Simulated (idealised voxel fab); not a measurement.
Process module name: voxel gate over fins
Displayed cross-section: cut, width of 150 nm, square cells sized 5 nm.
Just so we're on the same page, the cross-sections are grids of square cells, and they're listed out in bands top to bottom, each band one or more rows deep. Quick guide to a band line: top height, bottom height (nm) up front; then every material left to right with its width in nm. Only one material and it's marked "throughout"? Then it fills the band edge to edge. And "blank" just means empty space. Heights are measured from 0, the level below which the as-received wafer is all one material; the lowest band has no bottom and continues downward, written as in "0..down". Width "30..40": first value at the band's top row of cells, second value at its bottom row, equal change from row to row. The cross-section has no changed cell in any step marked "left unchanged". Listed in "Fully enclosed voids": every empty space of 8 or more cells without an open way to the top. Form: width x height at distance, the distance being from the left edge, all in nm. Anything after a step's settings on that line? It's the simulator's own note about the step. "overlay nm" denotes, for a step that has a mask, the displacement of the mask to the right of its planned place, with negative values corresponding to the left.

# Listed below are the process steps as planned
1. RECEIVE (material Si)
2. CONFORMAL_DEP (material SiN; thk nm 5)
3. MASKED_ETCH (tone cover; mask id FINS; width nm 15; pitch nm 40; etch materials SiN; depth nm 5; overlay nm -10)
4. MASKED_ETCH (tone cover; mask id FINS; width nm 15; pitch nm 40; etch materials Si; depth nm 40; overlay nm 0)
5. FILL_DEP (material SiO2; thk nm 10)
6. CMP (height nm 5)
7. SELECTIVE_ETCH (etch materials SiO2; depth nm 15)
8. STRIP (etch materials SiN)
9. CONFORMAL_DEP (material HfO2; thk nm 5)
10. CONFORMAL_DEP (material TiN; thk nm 5)
11. FILL_DEP (material W; thk nm 15)
12. CMP (height nm 20)
13. CONFORMAL_DEP (material SiN; thk nm 5)
For clarity, it should be stated that the wafers under discussion commence in an identical condition and differ with respect to the overlay nm of step 3, the plan indicating the value that the first wafer had.

# First of several wafers (as received, post step 1), cross-sectional view
  0..down: Si throughout
  Fully enclosed voids: none

# The cross-section of the first of several wafers is given below for the end of the module, after its final step, step 13
  25..20: SiN throughout
  20..10: W throughout
  10..5: W (5)  TiN (125)  W (20)
  5..0: W (5)  TiN (5)  HfO2 (35)  TiN (5)  HfO2 (35)  TiN (5)  HfO2 (35)  TiN (5)  W (20)
  0..-5: TiN (10)  HfO2 (5)  Si (25)  HfO2 (5)  TiN (5)  HfO2 (5)  Si (25)  HfO2 (5)  TiN (5)  HfO2 (5)  Si (25)  HfO2 (5)  TiN (25)
  -5..-10: HfO2 (15)  Si (25)  HfO2 (15)  Si (25)  HfO2 (15)  Si (25)  HfO2 (30)
  -10..-40: SiO2 (15)  Si (25)  SiO2 (15)  Si (25)  SiO2 (15)  Si (25)  SiO2 (30)
  -40..down: Si throughout
  Fully enclosed voids: none

# A cross-section through the last wafer at the close of the module
  25..20: SiN throughout
  20..10: W throughout
  10..5: W (15)  TiN (130)  W (5)
  5..0: W (15)  TiN (5)  HfO2 (120)  TiN (5)  W (5)
  0..-5: TiN (20)  HfO2 (5)  Si (30)  HfO2 (10)  Si (30)  HfO2 (10)  Si (30)  HfO2 (5)  TiN (10)
  -5..-10: HfO2 (25)  Si (30)  HfO2 (10)  Si (30)  HfO2 (10)  Si (30)  HfO2 (15)
  -10..-40: SiO2 (25)  Si (30)  SiO2 (10)  Si (30)  SiO2 (10)  Si (30)  SiO2 (15)
  -40..down: Si throughout
  Fully enclosed voids: none

# Per wafer, end of module: cells gained (+) or lost (-) per material since receipt, then closed voids
overlay nm -10; +42 HfO2; -120 Si; +30 SiN; +90 SiO2; +38 TiN; +70 W; Fully enclosed voids: none
overlay nm -5; +42 HfO2; -144 Si; +30 SiN; +108 SiO2; +42 TiN; +72 W; Fully enclosed voids: none
overlay nm 0; +42 HfO2; -168 Si; +30 SiN; +126 SiO2; +42 TiN; +78 W; Fully enclosed voids: none
overlay nm 5; +42 HfO2; -144 Si; +30 SiN; +108 SiO2; +42 TiN; +72 W; Fully enclosed voids: none
overlay nm 10; +42 HfO2; -120 Si; +30 SiN; +90 SiO2; +38 TiN; +70 W; Fully enclosed voids: none
overlay nm 15; +42 HfO2; -96 Si; +30 SiN; +72 SiO2; +34 TiN; +68 W; Fully enclosed voids: none
